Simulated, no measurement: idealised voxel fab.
Presented below is a process module, voxel wiring stack.
Displayed cross-section: cut, width of 190 nm, square cells sized 5 nm.
The cross-sections in this document take the form of a grid made of square cells. They are written out as bands, in order from top to bottom. Each band consists of one or more rows of cells. The band entry comprises the height of the band's top followed by the height of its bottom, expressed in nm, and subsequently the band's materials from left to right, each stated together with its width in nm. Where a single material is marked with the word "everywhere", that material fills the band from edge to edge. The word "blank" represents empty space. Measure heights from 0. That's the level where, below it, the as-received wafer is all one material. The lowest band is bottomless and extends downward; write it as in "0..down". So if you see something like "30..40" for the width, read it as the top row of the band sitting at the first number and the bottom row at the second, with every row in between moving by the same amount as the last. Key: "no alteration" - step with no changed cell in the cross-section. Sealed void list: empty space of 8 cells or more with no open way to the top, each as width x height at its distance from the left edge, in nm. What comes after the settings on a step's line is commentary from the simulator itself on that step. You can add "overlay nm" to a step's line. For a step with a mask, it describes how far the mask lay to the right of its planned position, and a negative number describes a lay to the left. Each pair below shows a cross-section before one step and the cross-section after it, down to the lowest band that changed. The line under each pair gives the step between them, with its settings. The pairs can come from different runs of this module on the same starting wafer, so a pair continues from the pair above only where its "Before-step section" says so.
Before-step section
    0..down: Si everywhere
    Sealed void list: none
After the Step
    10..0: SiO2 everywhere
    Note: structure below 0 unchanged.
    Sealed void list: none
Can you say which step sits between the two cross-sections above? CONFORMAL_DEP | material SiO2 | thk nm 10
Before-step section: look at the pair above, its after cross-section is where this step starts.
After the Step
    15..10: SiN everywhere
    Note: structure below 10 unchanged.
    Sealed void list: none
Can you say which step sits between the two cross-sections above? CONFORMAL_DEP | material SiN | thk nm 5
Before-step section: look at the pair above, its after cross-section is where this step starts.
After the Step
    30..15: lowk everywhere
    Note: structure below 15 unchanged.
    Sealed void list: none
Can you say which step sits between the two cross-sections above? DIRECTIONAL_DEP | material lowk | thk nm 15
Before-step section: look at the pair above, its after cross-section is where this step starts.
After the Step
    40..30: aC everywhere
    Note: structure below 30 unchanged.
    Sealed void list: none
Can you say which step sits between the two cross-sections above? DIRECTIONAL_DEP | material aC | thk nm 10
Before-step section: look at the pair above, its after cross-section is where this step starts.
After the Step
    70..40: resist: 55 / blank: 25 / resist: 25 / blank: 25 / resist: 60
    Note: structure below 40 unchanged.
    Sealed void list: none
Can you say which step sits between the two cross-sections above? PATTERN | tone open | mask id METAL_1 | material resist | width nm 25 | pitch nm 50 | thk nm 30 | overlay nm 0
Before-step section: look at the pair above, its after cross-section is where this step starts.
After the Step
    60..40: resist: 55 / blank: 25 / resist: 25 / blank: 25 / resist: 60
    40..30: aC: 55 / blank: 25 / aC: 25 / blank: 25 / aC: 60
    Note: structure below 30 unchanged.
    Sealed void list: none
Can you say which step sits between the two cross-sections above? DIRECTIONAL_ETCH | etch materials aC | depth nm 10
Before-step section: look at the pair above, its after cross-section is where this step starts.
After the Step
    40..30: aC: 55 / blank: 25 / aC: 25 / blank: 25 / aC: 60
    Note: structure below 30 unchanged.
    Sealed void list: none
Can you say which step sits between the two cross-sections above? STRIP | etch materials resist
Before-step section: look at the pair above, its after cross-section is where this step starts.
After the Step
    40..30: aC: 55 / blank: 25 / aC: 25 / blank: 25 / aC: 60
    30..15: lowk: 55 / blank: 25 / lowk: 25 / blank: 25 / lowk: 60
    Note: structure below 15 unchanged.
    Sealed void list: none
Can you say which step sits between the two cross-sections above? DIRECTIONAL_ETCH | etch materials lowk | depth nm 15
Before-step section: look at the pair above, its after cross-section is where this step starts.
After the Step
    40..30: aC: 55 / blank: 25 / aC: 25 / blank: 25 / aC: 60
    30..15: lowk: 55 / blank: 25 / lowk: 25 / blank: 25 / lowk: 60
    15..10: SiN: 55 / blank: 25 / SiN: 25 / blank: 25 / SiN: 60
    Note: structure below 10 unchanged.
    Sealed void list: none
Can you say which step sits between the two cross-sections above? DIRECTIONAL_ETCH | etch materials SiN | depth nm 5
Before-step section: look at the pair above, its after cross-section is where this step starts.
After the Step
    30..15: lowk: 55 / blank: 25 / lowk: 25 / blank: 25 / lowk: 60
    Note: structure below 15 unchanged.
    Sealed void list: none
Can you say which step sits between the two cross-sections above? STRIP | etch materials aC
Before-step section: look at the pair above, its after cross-section is where this step starts.
After the Step
    35..30: TiN: 60 / blank: 15 / TiN: 35 / blank: 15 / TiN: 65
    30..15: lowk: 55 / TiN: 5 / blank: 15 / TiN: 5 / lowk: 25 / TiN: 5 / blank: 15 / TiN: 5 / lowk: 60
    15..10: SiN: 55 / TiN: 25 / SiN: 25 / TiN: 25 / SiN: 60
    Note: structure below 10 unchanged.
    Sealed void list: none
Can you say which step sits between the two cross-sections above? CONFORMAL_DEP | material TiN | thk nm 5
Before-step section: look at the pair above, its after cross-section is where this step starts.
After the Step
    40..35: Cu everywhere
    35..30: TiN: 60 / Cu: 15 / TiN: 35 / Cu: 15 / TiN: 65
    30..15: lowk: 55 / TiN: 5 / Cu: 15 / TiN: 5 / lowk: 25 / TiN: 5 / Cu: 15 / TiN: 5 / lowk: 60
    Note: structure below 15 unchanged.
    Sealed void list: none
Can you say which step sits between the two cross-sections above? FILL_DEP | material Cu | thk nm 5
Before-step section: look at the pair above, its after cross-section is where this step starts.
After the Step
    30..15: lowk: 55 / TiN: 5 / Cu: 15 / TiN: 5 / lowk: 25 / TiN: 5 / Cu: 15 / TiN: 5 / lowk: 60
    Note: structure below 15 unchanged.
    Sealed void list: none
Can you say which step sits between the two cross-sections above? CMP | height nm 30
Before-step section: look at the pair above, its after cross-section is where this step starts.
After the Step
    35..30: blank: 50 / Ru: 35 / blank: 15 / Ru: 35 / blank: 55
    Note: structure below 30 unchanged.
    Sealed void list: none
Can you say which step sits between the two cross-sections above? EPI | material Ru | thk nm 5
Before-step section: look at the pair above, its after cross-section is where this step starts.
After the Step
    40..35: SiCN everywhere
    35..30: SiCN: 50 / Ru: 35 / SiCN: 15 / Ru: 35 / SiCN: 55
    Note: structure below 30 unchanged.
    Sealed void list: none
Can you say which step sits between the two cross-sections above? FILL_DEP | material SiCN | thk nm 5
Before-step section: look at the pair above, its after cross-section is where this step starts.
After the Step
    65..40: SiO2 everywhere
    Note: structure below 40 unchanged.
    Sealed void list: none
Can you say which step sits between the two cross-sections above? DIRECTIONAL_DEP | material SiO2 | thk nm 25
Before-step section: look at the pair above, its after cross-section is where this step starts.
After the Step
    80..65: aC everywhere
    Note: structure below 65 unchanged.
    Sealed void list: none
Can you say which step sits between the two cross-sections above? DIRECTIONAL_DEP | material aC | thk nm 15
Before-step section: look at the pair above, its after cross-section is where this step starts.
After the Step
    110..80: resist: 55 / blank: 25 / resist: 25 / blank: 25 / resist: 60
    Note: structure below 80 unchanged.
    Sealed void list: none
Can you say which step sits between the two cross-sections above? PATTERN | tone open | mask id METAL_2 | material resist | width nm 25 | pitch nm 50 | thk nm 30 | overlay nm 0
Before-step section: look at the pair above, its after cross-section is where this step starts.
After the Step
    95..80: resist: 55 / blank: 25 / resist: 25 / blank: 25 / resist: 60
    80..65: aC: 55 / blank: 25 / aC: 25 / blank: 25 / aC: 60
    Note: structure below 65 unchanged.
    Sealed void list: none
Can you say which step sits between the two cross-sections above? DIRECTIONAL_ETCH | etch materials aC | depth nm 15
Before-step section: look at the pair above, its after cross-section is where this step starts.
After the Step
    80..65: aC: 55 / blank: 25 / aC: 25 / blank: 25 / aC: 60
    Note: structure below 65 unchanged.
    Sealed void list: none
Can you say which step sits between the two cross-sections above? STRIP | etch materials resist
Before-step section: look at the pair above, its after cross-section is where this step starts.
After the Step
    80..65: aC: 55 / blank: 25 / aC: 25 / blank: 25 / aC: 60
    65..50: SiO2: 55 / blank: 25 / SiO2: 25 / blank: 25 / SiO2: 60
    Note: structure below 50 unchanged.
    Sealed void list: none
Can you say which step sits between the two cross-sections above? DIRECTIONAL_ETCH | etch materials SiO2 | depth nm 15
Before-step section: look at the pair above, its after cross-section is where this step starts.
After the Step
    65..50: SiO2: 55 / blank: 25 / SiO2: 25 / blank: 25 / SiO2: 60
    Note: structure below 50 unchanged.
    Sealed void list: none
Can you say which step sits between the two cross-sections above? STRIP | etch materials aC
Before-step section: look at the pair above, its after cross-section is where this step starts.
After the Step
    65..50: SiO2: 55 / blank: 25 / SiO2: 25 / blank: 25 / SiO2: 60
    50..40: SiO2: 55 / blank: 15 / SiO2: 120
    Note: structure below 40 unchanged.
    Sealed void list: none
Can you say which step sits between the two cross-sections above? MASKED_ETCH | tone open | mask id METAL_2_HOLES | width nm 15 | etch materials SiO2 | depth nm 10 | overlay nm 0
Before-step section: look at the pair above, its after cross-section is where this step starts.
After the Step
    65..50: SiO2: 55 / blank: 25 / SiO2: 25 / blank: 25 / SiO2: 60
    50..40: SiO2: 55 / blank: 15 / SiO2: 120
    40..35: SiCN: 55 / blank: 15 / SiCN: 120
    Note: structure below 35 unchanged.
    Sealed void list: none
Can you say which step sits between the two cross-sections above? MASKED_ETCH | tone open | mask id METAL_2_HOLES | width nm 15 | etch materials SiCN | depth nm 5 | overlay nm 0
Before-step section: look at the pair above, its after cross-section is where this step starts.
After the Step
    70..65: TiN: 60 / blank: 15 / TiN: 35 / blank: 15 / TiN: 65
    65..55: SiO2: 55 / TiN: 5 / blank: 15 / TiN: 5 / SiO2: 25 / TiN: 5 / blank: 15 / TiN: 5 / SiO2: 60
    55..50: SiO2: 55 / TiN: 5 / blank: 5 / TiN: 15 / SiO2: 25 / TiN: 25 / SiO2: 60
    50..40: SiO2: 55 / TiN: 5 / blank: 5 / TiN: 5 / SiO2: 120
    40..35: SiCN: 55 / TiN: 15 / SiCN: 120
    Note: structure below 35 unchanged.
    Sealed void list: none
Can you say which step sits between the two cross-sections above? CONFORMAL_DEP | material TiN | thk nm 5
Before-step section: look at the pair above, its after cross-section is where this step starts.
After the Step
    75..70: Cu everywhere
    70..65: TiN: 60 / Cu: 15 / TiN: 35 / Cu: 15 / TiN: 65
    65..55: SiO2: 55 / TiN: 5 / Cu: 15 / TiN: 5 / SiO2: 25 / TiN: 5 / Cu: 15 / TiN: 5 / SiO2: 60
    55..50: SiO2: 55 / TiN: 5 / Cu: 5 / TiN: 15 / SiO2: 25 / TiN: 25 / SiO2: 60
    50..40: SiO2: 55 / TiN: 5 / Cu: 5 / TiN: 5 / SiO2: 120
    Note: structure below 40 unchanged.
    Sealed void list: none
Can you say which step sits between the two cross-sections above? FILL_DEP | material Cu | thk nm 5
Before-step section: look at the pair above, its after cross-section is where this step starts.
After the Step
    65..55: SiO2: 55 / TiN: 5 / Cu: 15 / TiN: 5 / SiO2: 25 / TiN: 5 / Cu: 15 / TiN: 5 / SiO2: 60
    Note: structure below 55 unchanged.
    Sealed void list: none
Can you say which step sits between the two cross-sections above? CMP | height nm 65
Before-step section: look at the pair above, its after cross-section is where this step starts.
After the Step
    70..65: SiCN everywhere
    Note: structure below 65 unchanged.
    Sealed void list: none
Can you say which step sits between the two cross-sections above? CONFORMAL_DEP | material SiCN | thk nm 5
Before-step section
    35..30: blank: 50 / Ru: 35 / blank: 15 / Ru: 35 / blank: 55
    30..15: lowk: 55 / TiN: 5 / Cu: 15 / TiN: 5 / lowk: 25 / TiN: 5 / Cu: 15 / TiN: 5 / lowk: 60
    15..10: SiN: 55 / TiN: 25 / SiN: 25 / TiN: 25 / SiN: 60
    10..0: SiO2 everywhere
    0..down: Si everywhere
    Sealed void list: none
After the Step
    60..55: blank: 50 / SiO2: 35 / blank: 15 / SiO2: 35 / blank: 55
    55..35: SiO2 everywhere
    35..30: SiO2: 50 / Ru: 35 / SiO2: 15 / Ru: 35 / SiO2: 55
    Note: structure below 30 unchanged.
    Sealed void list: none
Can you say which step sits between the two cross-sections above? DIRECTIONAL_DEP | material SiO2 | thk nm 25
Before-step section: look at the pair above, its after cross-section is where this step starts.
After the Step
    75..70: blank: 50 / aC: 35 / blank: 15 / aC: 35 / blank: 55
    70..60: aC everywhere
    60..55: aC: 50 / SiO2: 35 / aC: 15 / SiO2: 35 / aC: 55
    Note: structure below 55 unchanged.
    Sealed void list: none
Can you say which step sits between the two cross-sections above? DIRECTIONAL_DEP | material aC | thk nm 15
Before-step section: look at the pair above, its after cross-section is where this step starts.
After the Step
    105..75: resist: 55 / blank: 25 / resist: 25 / blank: 25 / resist: 60
    75..70: resist: 50 / aC: 35 / resist: 15 / aC: 35 / resist: 55
    Note: structure below 70 unchanged.
    Sealed void list: none
Can you say which step sits between the two cross-sections above? PATTERN | tone open | mask id METAL_2 | material resist | width nm 25 | pitch nm 50 | thk nm 30 | overlay nm 0
Before-step section: look at the pair above, its after cross-section is where this step starts.
After the Step
    90..75: resist: 55 / blank: 25 / resist: 25 / blank: 25 / resist: 60
    75..70: resist: 50 / aC: 5 / blank: 25 / aC: 5 / resist: 15 / aC: 5 / blank: 25 / aC: 5 / resist: 55
    70..60: aC: 55 / blank: 25 / aC: 25 / blank: 25 / aC: 60
    Note: structure below 60 unchanged.
    Sealed void list: none
Can you say which step sits between the two cross-sections above? DIRECTIONAL_ETCH | etch materials aC | depth nm 15
Before-step section: look at the pair above, its after cross-section is where this step starts.
After the Step
    75..70: blank: 50 / aC: 5 / blank: 25 / aC: 5 / blank: 15 / aC: 5 / blank: 25 / aC: 5 / blank: 55
    Note: structure below 70 unchanged.
    Sealed void list: none
Can you say which step sits between the two cross-sections above? STRIP | etch materials resist
Before-step section: look at the pair above, its after cross-section is where this step starts.
After the Step
    75..70: blank: 50 / aC: 5 / blank: 25 / aC: 5 / blank: 15 / aC: 5 / blank: 25 / aC: 5 / blank: 55
    70..60: aC: 55 / blank: 25 / aC: 25 / blank: 25 / aC: 60
    60..55: aC: 50 / SiO2: 5 / blank: 25 / SiO2: 5 / aC: 15 / SiO2: 5 / blank: 25 / SiO2: 5 / aC: 55
    55..45: SiO2: 55 / blank: 25 / SiO2: 25 / blank: 25 / SiO2: 60
    Note: structure below 45 unchanged.
    Sealed void list: none
Can you say which step sits between the two cross-sections above? DIRECTIONAL_ETCH | etch materials SiO2 | depth nm 15
Before-step section: look at the pair above, its after cross-section is where this step starts.
After the Step
    60..55: blank: 50 / SiO2: 5 / blank: 25 / SiO2: 5 / blank: 15 / SiO2: 5 / blank: 25 / SiO2: 5 / blank: 55
    Note: structure below 55 unchanged.
    Sealed void list: none
Can you say which step sits between the two cross-sections above? STRIP | etch materials aC
Before-step section: look at the pair above, its after cross-section is where this step starts.
After the Step
    60..55: blank: 50 / SiO2: 5 / blank: 25 / SiO2: 5 / blank: 15 / SiO2: 5 / blank: 25 / SiO2: 5 / blank: 55
    55..45: SiO2: 55 / blank: 25 / SiO2: 25 / blank: 25 / SiO2: 60
    45..35: SiO2: 55 / blank: 15 / SiO2: 120
    Note: structure below 35 unchanged.
    Sealed void list: none
Can you say which step sits between the two cross-sections above? MASKED_ETCH | tone open | mask id METAL_2_HOLES | width nm 15 | etch materials SiO2 | depth nm 10 | overlay nm 0
Before-step section: look at the pair above, its after cross-section is where this step starts.
After the Step
    65..60: blank: 45 / TiN: 15 / blank: 15 / TiN: 15 / blank: 5 / TiN: 15 / blank: 15 / TiN: 15 / blank: 50
    60..55: TiN: 50 / SiO2: 5 / TiN: 5 / blank: 15 / TiN: 5 / SiO2: 5 / TiN: 15 / SiO2: 5 / TiN: 5 / blank: 15 / TiN: 5 / SiO2: 5 / TiN: 55
    55..50: SiO2: 55 / TiN: 5 / blank: 15 / TiN: 5 / SiO2: 25 / TiN: 5 / blank: 15 / TiN: 5 / SiO2: 60
    50..45: SiO2: 55 / TiN: 5 / blank: 5 / TiN: 15 / SiO2: 25 / TiN: 25 / SiO2: 60
    45..40: SiO2: 55 / TiN: 5 / blank: 5 / TiN: 5 / SiO2: 120
    40..35: SiO2: 55 / TiN: 15 / SiO2: 120
    Note: structure below 35 unchanged.
    Sealed void list: none
Can you say which step sits between the two cross-sections above? CONFORMAL_DEP | material TiN | thk nm 5
Before-step section: look at the pair above, its after cross-section is where this step starts.
After the Step
    70..65: Cu everywhere
    65..60: Cu: 45 / TiN: 15 / Cu: 15 / TiN: 15 / Cu: 5 / TiN: 15 / Cu: 15 / TiN: 15 / Cu: 50
    60..55: TiN: 50 / SiO2: 5 / TiN: 5 / Cu: 15 / TiN: 5 / SiO2: 5 / TiN: 15 / SiO2: 5 / TiN: 5 / Cu: 15 / TiN: 5 / SiO2: 5 / TiN: 55
    55..50: SiO2: 55 / TiN: 5 / Cu: 15 / TiN: 5 / SiO2: 25 / TiN: 5 / Cu: 15 / TiN: 5 / SiO2: 60
    50..45: SiO2: 55 / TiN: 5 / Cu: 5 / TiN: 15 / SiO2: 25 / TiN: 25 / SiO2: 60
    45..40: SiO2: 55 / TiN: 5 / Cu: 5 / TiN: 5 / SiO2: 120
    Note: structure below 40 unchanged.
    Sealed void list: none
Can you say which step sits between the two cross-sections above? FILL_DEP | material Cu | thk nm 5
Before-step section: look at the pair above, its after cross-section is where this step starts.
After the Step
    65..60: Cu: 45 / TiN: 15 / Cu: 15 / TiN: 15 / Cu: 5 / TiN: 15 / Cu: 15 / TiN: 15 / Cu: 50
    Note: structure below 60 unchanged.
    Sealed void list: none
Can you say which step sits between the two cross-sections above? CMP | height nm 65
Before-step section: look at the pair above, its after cross-section is where this step starts.
After the Step
    70..65: SiCN everywhere
    Note: structure below 65 unchanged.
    Sealed void list: none
Can you say which step sits between the two cross-sections above? CONFORMAL_DEP | material SiCN | thk nm 5
Before-step section
    40..35: SiCN everywhere
    35..30: SiCN: 50 / Ru: 35 / SiCN: 15 / Ru: 35 / SiCN: 55
    30..15: lowk: 55 / TiN: 5 / Cu: 15 / TiN: 5 / lowk: 25 / TiN: 5 / Cu: 15 / TiN: 5 / lowk: 60
    15..10: SiN: 55 / TiN: 25 / SiN: 25 / TiN: 25 / SiN: 60
    10..0: SiO2 everywhere
    0..down: Si everywhere
    Sealed void list: none
After the Step
    55..40: aC everywhere
    Note: structure below 40 unchanged.
    Sealed void list: none
Can you say which step sits between the two cross-sections above? DIRECTIONAL_DEP | material aC | thk nm 15
Before-step section: look at the pair above, its after cross-section is where this step starts.
After the Step
    80..55: SiO2 everywhere
    Note: structure below 55 unchanged.
    Sealed void list: none
Can you say which step sits between the two cross-sections above? DIRECTIONAL_DEP | material SiO2 | thk nm 25
Before-step section: look at the pair above, its after cross-section is where this step starts.
After the Step
    110..80: resist: 55 / blank: 25 / resist: 25 / blank: 25 / resist: 60
    Note: structure below 80 unchanged.
    Sealed void list: none
Can you say which step sits between the two cross-sections above? PATTERN | tone open | mask id METAL_2 | material resist | width nm 25 | pitch nm 50 | thk nm 30 | overlay nm 0
Before-step section: look at the pair above, its after cross-section is where this step starts.
After the Step
    95..80: resist: 55 / blank: 25 / resist: 25 / blank: 25 / resist: 60
    Note: structure below 80 unchanged.
    Sealed void list: none
Can you say which step sits between the two cross-sections above? DIRECTIONAL_ETCH | etch materials aC | depth nm 15
Before-step section: look at the pair above, its after cross-section is where this step starts.
After the Step
    80..55: SiO2 everywhere
    Note: structure below 55 unchanged.
    Sealed void list: none
Can you say which step sits between the two cross-sections above? STRIP | etch materials resist
Before-step section: look at the pair above, its after cross-section is where this step starts.
After the Step
    65..55: SiO2 everywhere
    Note: structure below 55 unchanged.
    Sealed void list: none
Can you say which step sits between the two cross-sections above? DIRECTIONAL_ETCH | etch materials SiO2 | depth nm 15
Before-step section: look at the pair above, its after cross-section is where this step starts.
After the Step
    65..55: SiO2: 55 / blank: 15 / SiO2: 120
    Note: structure below 55 unchanged.
    Sealed void list: none
Can you say which step sits between the two cross-sections above? MASKED_ETCH | tone open | mask id METAL_2_HOLES | width nm 15 | etch materials SiO2 | depth nm 10 | overlay nm 0
Before-step section: look at the pair above, its after cross-section is where this step starts.
After the Step
    70..65: TiN: 60 / blank: 5 / TiN: 125
    65..60: SiO2: 55 / TiN: 5 / blank: 5 / TiN: 5 / SiO2: 120
    60..55: SiO2: 55 / TiN: 15 / SiO2: 120
    Note: structure below 55 unchanged.
    Sealed void list: none
Can you say which step sits between the two cross-sections above? CONFORMAL_DEP | material TiN | thk nm 5
Before-step section: look at the pair above, its after cross-section is where this step starts.
After the Step
    75..70: Cu everywhere
    70..65: TiN: 60 / Cu: 5 / TiN: 125
    65..60: SiO2: 55 / TiN: 5 / Cu: 5 / TiN: 5 / SiO2: 120
    Note: structure below 60 unchanged.
    Sealed void list: none
Can you say which step sits between the two cross-sections above? FILL_DEP | material Cu | thk nm 5
Before-step section: look at the pair above, its after cross-section is where this step starts.
After the Step
    65..60: SiO2: 55 / TiN: 5 / Cu: 5 / TiN: 5 / SiO2: 120
    Note: structure below 60 unchanged.
    Sealed void list: none
Can you say which step sits between the two cross-sections above? CMP | height nm 65
Before-step section: look at the pair above, its after cross-section is where this step starts.
After the Step
    70..65: SiCN everywhere
    Note: structure below 65 unchanged.
    Sealed void list: none
Can you say which step sits between the two cross-sections above? CONFORMAL_DEP | material SiCN | thk nm 5
Before-step section
    35..30: blank: 50 / Ru: 35 / blank: 15 / Ru: 35 / blank: 55
    30..15: lowk: 55 / TiN: 5 / Cu: 15 / TiN: 5 / lowk: 25 / TiN: 5 / Cu: 15 / TiN: 5 / lowk: 60
    15..10: SiN: 55 / TiN: 25 / SiN: 25 / TiN: 25 / SiN: 60
    10..0: SiO2 everywhere
    0..down: Si everywhere
    Sealed void list: none
After the Step
    50..35: SiCN everywhere
    35..30: SiCN: 50 / Ru: 35 / SiCN: 15 / Ru: 35 / SiCN: 55
    Note: structure below 30 unchanged.
    Sealed void list: none
Can you say which step sits between the two cross-sections above? FILL_DEP | material SiCN | thk nm 15
Before-step section: look at the pair above, its after cross-section is where this step starts.
After the Step
    75..50: SiO2 everywhere
    Note: structure below 50 unchanged.
    Sealed void list: none
Can you say which step sits between the two cross-sections above? DIRECTIONAL_DEP | material SiO2 | thk nm 25
Before-step section: look at the pair above, its after cross-section is where this step starts.
After the Step
    90..75: aC everywhere
    Note: structure below 75 unchanged.
    Sealed void list: none
Can you say which step sits between the two cross-sections above? DIRECTIONAL_DEP | material aC | thk nm 15
Before-step section: look at the pair above, its after cross-section is where this step starts.
After the Step
    120..90: resist: 55 / blank: 25 / resist: 25 / blank: 25 / resist: 60
    Note: structure below 90 unchanged.
    Sealed void list: none
Can you say which step sits between the two cross-sections above? PATTERN | tone open | mask id METAL_2 | material resist | width nm 25 | pitch nm 50 | thk nm 30 | overlay nm 0
Before-step section: look at the pair above, its after cross-section is where this step starts.
After the Step
    105..90: resist: 55 / blank: 25 / resist: 25 / blank: 25 / resist: 60
    90..75: aC: 55 / blank: 25 / aC: 25 / blank: 25 / aC: 60
    Note: structure below 75 unchanged.
    Sealed void list: none
Can you say which step sits between the two cross-sections above? DIRECTIONAL_ETCH | etch materials aC | depth nm 15
Before-step section: look at the pair above, its after cross-section is where this step starts.
After the Step
    90..75: aC: 55 / blank: 25 / aC: 25 / blank: 25 / aC: 60
    Note: structure below 75 unchanged.
    Sealed void list: none
Can you say which step sits between the two cross-sections above? STRIP | etch materials resist
Before-step section: look at the pair above, its after cross-section is where this step starts.
After the Step
    90..75: aC: 55 / blank: 25 / aC: 25 / blank: 25 / aC: 60
    75..60: SiO2: 55 / blank: 25 / SiO2: 25 / blank: 25 / SiO2: 60
    Note: structure below 60 unchanged.
    Sealed void list: none
Can you say which step sits between the two cross-sections above? DIRECTIONAL_ETCH | etch materials SiO2 | depth nm 15
Before-step section: look at the pair above, its after cross-section is where this step starts.
After the Step
    75..60: SiO2: 55 / blank: 25 / SiO2: 25 / blank: 25 / SiO2: 60
    Note: structure below 60 unchanged.
    Sealed void list: none
Can you say which step sits between the two cross-sections above? STRIP | etch materials aC
Before-step section: look at the pair above, its after cross-section is where this step starts.
After the Step
    75..60: SiO2: 55 / blank: 25 / SiO2: 25 / blank: 25 / SiO2: 60
    60..50: SiO2: 55 / blank: 15 / SiO2: 120
    Note: structure below 50 unchanged.
    Sealed void list: none
Can you say which step sits between the two cross-sections above? MASKED_ETCH | tone open | mask id METAL_2_HOLES | width nm 15 | etch materials SiO2 | depth nm 10 | overlay nm 0
Before-step section: look at the pair above, its after cross-section is where this step starts.
After the Step
    75..60: SiO2: 55 / blank: 25 / SiO2: 25 / blank: 25 / SiO2: 60
    60..50: SiO2: 55 / blank: 15 / SiO2: 120
    50..45: SiCN: 55 / blank: 15 / SiCN: 120
    Note: structure below 45 unchanged.
    Sealed void list: none
Can you say which step sits between the two cross-sections above? MASKED_ETCH | tone open | mask id METAL_2_HOLES | width nm 15 | etch materials SiCN | depth nm 5 | overlay nm 0
Before-step section: look at the pair above, its after cross-section is where this step starts.
After the Step
    80..75: TiN: 60 / blank: 15 / TiN: 35 / blank: 15 / TiN: 65
    75..65: SiO2: 55 / TiN: 5 / blank: 15 / TiN: 5 / SiO2: 25 / TiN: 5 / blank: 15 / TiN: 5 / SiO2: 60
    65..60: SiO2: 55 / TiN: 5 / blank: 5 / TiN: 15 / SiO2: 25 / TiN: 25 / SiO2: 60
    60..50: SiO2: 55 / TiN: 5 / blank: 5 / TiN: 5 / SiO2: 120
    50..45: SiCN: 55 / TiN: 15 / SiCN: 120
    Note: structure below 45 unchanged.
    Sealed void list: none
Can you say which step sits between the two cross-sections above? CONFORMAL_DEP | material TiN | thk nm 5
Before-step section: look at the pair above, its after cross-section is where this step starts.
After the Step
    85..80: Cu everywhere
    80..75: TiN: 60 / Cu: 15 / TiN: 35 / Cu: 15 / TiN: 65
    75..65: SiO2: 55 / TiN: 5 / Cu: 15 / TiN: 5 / SiO2: 25 / TiN: 5 / Cu: 15 / TiN: 5 / SiO2: 60
    65..60: SiO2: 55 / TiN: 5 / Cu: 5 / TiN: 15 / SiO2: 25 / TiN: 25 / SiO2: 60
    60..50: SiO2: 55 / TiN: 5 / Cu: 5 / TiN: 5 / SiO2: 120
    Note: structure below 50 unchanged.
    Sealed void list: none
Can you say which step sits between the two cross-sections above? FILL_DEP | material Cu | thk nm 5
Before-step section: look at the pair above, its after cross-section is where this step starts.
After the Step
    65..60: SiO2: 55 / TiN: 5 / Cu: 5 / TiN: 15 / SiO2: 25 / TiN: 25 / SiO2: 60
    Note: structure below 60 unchanged.
    Sealed void list: none
Can you say which step sits between the two cross-sections above? CMP | height nm 65
Before-step section: look at the pair above, its after cross-section is where this step starts.
After the Step
    70..65: SiCN everywhere
    Note: structure below 65 unchanged.
    Sealed void list: none
Can you say which step sits between the two cross-sections above? CONFORMAL_DEP | material SiCN | thk nm 5
Before-step section
    80..65: aC everywhere
    65..40: SiO2 everywhere
    40..35: SiCN everywhere
    35..30: SiCN: 50 / Ru: 35 / SiCN: 15 / Ru: 35 / SiCN: 55
    30..15: lowk: 55 / TiN: 5 / Cu: 15 / TiN: 5 / lowk: 25 / TiN: 5 / Cu: 15 / TiN: 5 / lowk: 60
    15..10: SiN: 55 / TiN: 25 / SiN: 25 / TiN: 25 / SiN: 60
    10..0: SiO2 everywhere
    0..down: Si everywhere
    Sealed void list: none
After the Step
    110..80: resist: 55 / blank: 30 / resist: 20 / blank: 30 / resist: 55
    Note: structure below 80 unchanged.
    Sealed void list: none
Can you say which step sits between the two cross-sections above? PATTERN | tone open | mask id METAL_2 | material resist | width nm 30 | pitch nm 50 | thk nm 30 | overlay nm 0
Before-step section: look at the pair above, its after cross-section is where this step starts.
After the Step
    95..80: resist: 55 / blank: 30 / resist: 20 / blank: 30 / resist: 55
    80..65: aC: 55 / blank: 30 / aC: 20 / blank: 30 / aC: 55
    Note: structure below 65 unchanged.
    Sealed void list: none
Can you say which step sits between the two cross-sections above? DIRECTIONAL_ETCH | etch materials aC | depth nm 15
Before-step section: look at the pair above, its after cross-section is where this step starts.
After the Step
    80..65: aC: 55 / blank: 30 / aC: 20 / blank: 30 / aC: 55
    Note: structure below 65 unchanged.
    Sealed void list: none
Can you say which step sits between the two cross-sections above? STRIP | etch materials resist
Before-step section: look at the pair above, its after cross-section is where this step starts.
After the Step
    80..65: aC: 55 / blank: 30 / aC: 20 / blank: 30 / aC: 55
    65..50: SiO2: 55 / blank: 30 / SiO2: 20 / blank: 30 / SiO2: 55
    Note: structure below 50 unchanged.
    Sealed void list: none
Can you say which step sits between the two cross-sections above? DIRECTIONAL_ETCH | etch materials SiO2 | depth nm 15
Before-step section: look at the pair above, its after cross-section is where this step starts.
After the Step
    65..50: SiO2: 55 / blank: 30 / SiO2: 20 / blank: 30 / SiO2: 55
    Note: structure below 50 unchanged.
    Sealed void list: none
Can you say which step sits between the two cross-sections above? STRIP | etch materials aC
Before-step section: look at the pair above, its after cross-section is where this step starts.
After the Step
    65..50: SiO2: 55 / blank: 30 / SiO2: 20 / blank: 30 / SiO2: 55
    50..40: SiO2: 55 / blank: 15 / SiO2: 120
    Note: structure below 40 unchanged.
    Sealed void list: none
Can you say which step sits between the two cross-sections above? MASKED_ETCH | tone open | mask id METAL_2_HOLES | width nm 15 | etch materials SiO2 | depth nm 10 | overlay nm 0
Before-step section: look at the pair above, its after cross-section is where this step starts.
After the Step
    65..50: SiO2: 55 / blank: 30 / SiO2: 20 / blank: 30 / SiO2: 55
    50..40: SiO2: 55 / blank: 15 / SiO2: 120
    40..35: SiCN: 55 / blank: 15 / SiCN: 120
    Note: structure below 35 unchanged.
    Sealed void list: none
Can you say which step sits between the two cross-sections above? MASKED_ETCH | tone open | mask id METAL_2_HOLES | width nm 15 | etch materials SiCN | depth nm 5 | overlay nm 0
Before-step section: look at the pair above, its after cross-section is where this step starts.
After the Step
    70..65: TiN: 60 / blank: 20 / TiN: 30 / blank: 20 / TiN: 60
    65..55: SiO2: 55 / TiN: 5 / blank: 20 / TiN: 5 / SiO2: 20 / TiN: 5 / blank: 20 / TiN: 5 / SiO2: 55
    55..50: SiO2: 55 / TiN: 5 / blank: 5 / TiN: 20 / SiO2: 20 / TiN: 30 / SiO2: 55
    50..40: SiO2: 55 / TiN: 5 / blank: 5 / TiN: 5 / SiO2: 120
    40..35: SiCN: 55 / TiN: 15 / SiCN: 120
    Note: structure below 35 unchanged.
    Sealed void list: none
Can you say which step sits between the two cross-sections above? CONFORMAL_DEP | material TiN | thk nm 5
